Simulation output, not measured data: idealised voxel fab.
The process module presented herein is designated voxel self aligned vias.
In the cross-section labelled cut, the width is 255 nm and each square cell is 5 nm.
Bands, listed from the top down, are how a cross-section gets written in this document; the cross-section itself is a grid of square cells, and a band is one or more rows of them. What a band's entry tells you: where the top is and where the bottom is, as heights in nm, and after that what lies inside, material by material from left to right, each with its width in nm. Empty space is written as the word "blank", and a single material marked with the word "throughout" occupies the band from edge to edge. Height 0 is the level under which the wafer as received is all one material. The lowest band goes on downwards, as in "0 -> down". When a width is written as two numbers, as in "30->40", the first number is the width in the top row of cells of the band and the second is the width in its bottom row, and the width changes by the same amount from each row to the next. "no change occurred" after a step means that no cell of the cross-section changed. Entry "Unvented voids". Content: empty spaces with no open connection to the top, size 8 cells or greater. Each: width x height at distance. Distance: from left edge. Unit: nm. Step line, after settings: the simulator's comment on this step. overlay nm: step with mask; distance mask lay right of planned place; negative value = left of planned place.
-- Here's what the planned process steps look like
| 1 | RECEIVE: material Si |
| 2 | CONFORMAL_DEP: material SiO2, thk nm 15 |
| 3 | CONFORMAL_DEP: material SiCN, thk nm 5 |
| 4 | DIRECTIONAL_DEP: material SiO2, thk nm 30 |
| 5 | MASKED_ETCH: tone open, mask id LINES, width nm 25, pitch nm 65, etch materials SiO2, depth nm 30, overlay nm 0 |
| 6 | CONFORMAL_DEP: material TiN, thk nm 5 |
| 7 | FILL_DEP: material W, thk nm 5 |
| 8 | CMP: height nm 50 |
| 9 | SELECTIVE_ETCH: etch materials W Ru TiN, depth nm 5 |
| 10 | FILL_DEP: material SiN, thk nm 10 |
| 11 | CMP: height nm 50 |
| 12 | DIRECTIONAL_DEP: material SiO2, thk nm 20 |
| 13 | MASKED_ETCH: tone open, mask id VIAS, width nm 45, pitch nm 65, etch materials SiO2, depth nm 20, overlay nm 0 |
| 14 | MASKED_ETCH: tone open, mask id VIAS, width nm 45, pitch nm 65, etch materials SiN, depth nm 5, overlay nm 0 |
| 15 | CONFORMAL_DEP: material TiN, thk nm 5 |
| 16 | FILL_DEP: material Cu, thk nm 5 |
| 17 | CMP: height nm 70 |
| 18 | CONFORMAL_DEP: material SiCN, thk nm 5 |
-- First out of two wafers; run went to plan
-- Step 1 complete: cross-section of the wafer as received
  0 -> down = Si throughout
  Unvented voids: none
-- Step 2 done - wafer cross-section
  15 -> 0 = SiO2 throughout
  Everything under 0 stays put, no change at all.
-- Step 3 done - wafer cross-section
  20 -> 15 = SiCN throughout
  Everything under 15 stays put, no change at all.
-- Step 4 done - wafer cross-section
  50 -> 20 = SiO2 throughout
  Everything under 20 stays put, no change at all.
-- Step 5 done - wafer cross-section
  50 -> 20 = SiO2: 50, then blank: 25, then SiO2: 40, then blank: 25, then SiO2: 40, then blank: 25, then SiO2: 50
  Everything under 20 stays put, no change at all.
-- Step 6 done - wafer cross-section
  55 -> 50 = TiN: 55, then blank: 15, then TiN: 50, then blank: 15, then TiN: 50, then blank: 15, then TiN: 55
  50 -> 25 = SiO2: 50, then TiN: 5, then blank: 15, then TiN: 5, then SiO2: 40, then TiN: 5, then blank: 15, then TiN: 5, then SiO2: 40, then TiN: 5, then blank: 15, then TiN: 5, then SiO2: 50
  25 -> 20 = SiO2: 50, then TiN: 25, then SiO2: 40, then TiN: 25, then SiO2: 40, then TiN: 25, then SiO2: 50
  Everything under 20 stays put, no change at all.
-- Step 7 done - wafer cross-section
  60 -> 55 = W throughout
  55 -> 50 = TiN: 55, then W: 15, then TiN: 50, then W: 15, then TiN: 50, then W: 15, then TiN: 55
  50 -> 25 = SiO2: 50, then TiN: 5, then W: 15, then TiN: 5, then SiO2: 40, then TiN: 5, then W: 15, then TiN: 5, then SiO2: 40, then TiN: 5, then W: 15, then TiN: 5, then SiO2: 50
  Everything under 25 stays put, no change at all.
-- Step 8 done - wafer cross-section
  50 -> 25 = SiO2: 50, then TiN: 5, then W: 15, then TiN: 5, then SiO2: 40, then TiN: 5, then W: 15, then TiN: 5, then SiO2: 40, then TiN: 5, then W: 15, then TiN: 5, then SiO2: 50
  Everything under 25 stays put, no change at all.
-- Step 9 done - wafer cross-section
  50 -> 45 = SiO2: 50, then blank: 25, then SiO2: 40, then blank: 25, then SiO2: 40, then blank: 25, then SiO2: 50
  Everything under 45 stays put, no change at all.
-- Step 10 done - wafer cross-section
  60 -> 50 = SiN throughout
  50 -> 45 = SiO2: 50, then SiN: 25, then SiO2: 40, then SiN: 25, then SiO2: 40, then SiN: 25, then SiO2: 50
  Everything under 45 stays put, no change at all.
-- Step 11 done - wafer cross-section
  50 -> 45 = SiO2: 50, then SiN: 25, then SiO2: 40, then SiN: 25, then SiO2: 40, then SiN: 25, then SiO2: 50
  Everything under 45 stays put, no change at all.
-- Step 12 done - wafer cross-section
  70 -> 50 = SiO2 throughout
  Everything under 50 stays put, no change at all.
-- Step 13 done - wafer cross-section
  70 -> 50 = SiO2: 40, then blank: 45, then SiO2: 20, then blank: 45, then SiO2: 20, then blank: 45, then SiO2: 40
  Everything under 50 stays put, no change at all.
-- Step 14 done - wafer cross-section
  70 -> 50 = SiO2: 40, then blank: 45, then SiO2: 20, then blank: 45, then SiO2: 20, then blank: 45, then SiO2: 40
  50 -> 45 = SiO2: 50, then blank: 25, then SiO2: 40, then blank: 25, then SiO2: 40, then blank: 25, then SiO2: 50
  Everything under 45 stays put, no change at all.
-- Step 15 done - wafer cross-section
  75 -> 70 = TiN: 45, then blank: 35, then TiN: 30, then blank: 35, then TiN: 30, then blank: 35, then TiN: 45
  70 -> 55 = SiO2: 40, then TiN: 5, then blank: 35, then TiN: 5, then SiO2: 20, then TiN: 5, then blank: 35, then TiN: 5, then SiO2: 20, then TiN: 5, then blank: 35, then TiN: 5, then SiO2: 40
  55 -> 50 = SiO2: 40, then TiN: 15, then blank: 15, then TiN: 15, then SiO2: 20, then TiN: 15, then blank: 15, then TiN: 15, then SiO2: 20, then TiN: 15, then blank: 15, then TiN: 15, then SiO2: 40
  50 -> 45 = SiO2: 50, then TiN: 25, then SiO2: 40, then TiN: 25, then SiO2: 40, then TiN: 25, then SiO2: 50
  Everything under 45 stays put, no change at all.
-- Step 16 done - wafer cross-section
  80 -> 75 = Cu throughout
  75 -> 70 = TiN: 45, then Cu: 35, then TiN: 30, then Cu: 35, then TiN: 30, then Cu: 35, then TiN: 45
  70 -> 55 = SiO2: 40, then TiN: 5, then Cu: 35, then TiN: 5, then SiO2: 20, then TiN: 5, then Cu: 35, then TiN: 5, then SiO2: 20, then TiN: 5, then Cu: 35, then TiN: 5, then SiO2: 40
  55 -> 50 = SiO2: 40, then TiN: 15, then Cu: 15, then TiN: 15, then SiO2: 20, then TiN: 15, then Cu: 15, then TiN: 15, then SiO2: 20, then TiN: 15, then Cu: 15, then TiN: 15, then SiO2: 40
  Everything under 50 stays put, no change at all.
-- Step 17 done - wafer cross-section
  70 -> 55 = SiO2: 40, then TiN: 5, then Cu: 35, then TiN: 5, then SiO2: 20, then TiN: 5, then Cu: 35, then TiN: 5, then SiO2: 20, then TiN: 5, then Cu: 35, then TiN: 5, then SiO2: 40
  Everything under 55 stays put, no change at all.
-- Step 18 done - wafer cross-section
  75 -> 70 = SiCN throughout
  Everything under 70 stays put, no change at all.
-- The second wafer: identical to the first at the outset and in its planned sequence, differing only in that one mistake was made during processing; up to and including step 2, its path is the first wafer's path
-- Second wafer shown in cross-section at the time step 3 was slated to end
  45 -> 0 = SiO2 throughout
  Everything under 0 stays put, no change at all.
-- Second wafer shown in cross-section at the time step 4 was slated to end
  50 -> 45 = SiCN throughout
  Everything under 45 stays put, no change at all.
Second wafer shown in cross-section at the time step 5 was slated to end: no change occurred
-- Second wafer shown in cross-section at the time step 6 was slated to end
  55 -> 50 = TiN throughout
  Everything under 50 stays put, no change at all.
-- Second wafer shown in cross-section at the time step 7 was slated to end
  60 -> 55 = W throughout
  Everything under 55 stays put, no change at all.
-- Second wafer shown in cross-section at the time step 8 was slated to end
  50 -> 45 = SiCN throughout
  Everything under 45 stays put, no change at all.
Second wafer shown in cross-section at the time step 9 was slated to end: no change occurred
-- Second wafer shown in cross-section at the time step 10 was slated to end
  60 -> 50 = SiN throughout
  Everything under 50 stays put, no change at all.
-- Second wafer shown in cross-section at the time step 11 was slated to end
  50 -> 45 = SiCN throughout
  Everything under 45 stays put, no change at all.
-- Second wafer shown in cross-section at the time step 12 was slated to end
  70 -> 50 = SiO2 throughout
  Everything under 50 stays put, no change at all.
-- Second wafer shown in cross-section at the time step 13 was slated to end
  70 -> 50 = SiO2: 40, then blank: 45, then SiO2: 20, then blank: 45, then SiO2: 20, then blank: 45, then SiO2: 40
  Everything under 50 stays put, no change at all.
Second wafer shown in cross-section at the time step 14 was slated to end: no change occurred
-- Second wafer shown in cross-section at the time step 15 was slated to end
  75 -> 70 = TiN: 45, then blank: 35, then TiN: 30, then blank: 35, then TiN: 30, then blank: 35, then TiN: 45
  70 -> 55 = SiO2: 40, then TiN: 5, then blank: 35, then TiN: 5, then SiO2: 20, then TiN: 5, then blank: 35, then TiN: 5, then SiO2: 20, then TiN: 5, then blank: 35, then TiN: 5, then SiO2: 40
  55 -> 50 = SiO2: 40, then TiN: 45, then SiO2: 20, then TiN: 45, then SiO2: 20, then TiN: 45, then SiO2: 40
  Everything under 50 stays put, no change at all.
-- Second wafer shown in cross-section at the time step 16 was slated to end
  80 -> 75 = Cu throughout
  75 -> 70 = TiN: 45, then Cu: 35, then TiN: 30, then Cu: 35, then TiN: 30, then Cu: 35, then TiN: 45
  70 -> 55 = SiO2: 40, then TiN: 5, then Cu: 35, then TiN: 5, then SiO2: 20, then TiN: 5, then Cu: 35, then TiN: 5, then SiO2: 20, then TiN: 5, then Cu: 35, then TiN: 5, then SiO2: 40
  Everything under 55 stays put, no change at all.
-- Second wafer shown in cross-section at the time step 17 was slated to end
  70 -> 55 = SiO2: 40, then TiN: 5, then Cu: 35, then TiN: 5, then SiO2: 20, then TiN: 5, then Cu: 35, then TiN: 5, then SiO2: 20, then TiN: 5, then Cu: 35, then TiN: 5, then SiO2: 40
  Everything under 55 stays put, no change at all.
-- Second wafer shown in cross-section at the time step 18 was slated to end
  75 -> 70 = SiCN throughout
  Everything under 70 stays put, no change at all.
Misprocessing identified: ran 3 and 4 in swapped order versus the plan
Final comparison by cell count, materials where the second wafer has more or fewer than the first: Cu: 9 fewer; SiO2: 90 more; TiN: 45 fewer; W: 36 fewer
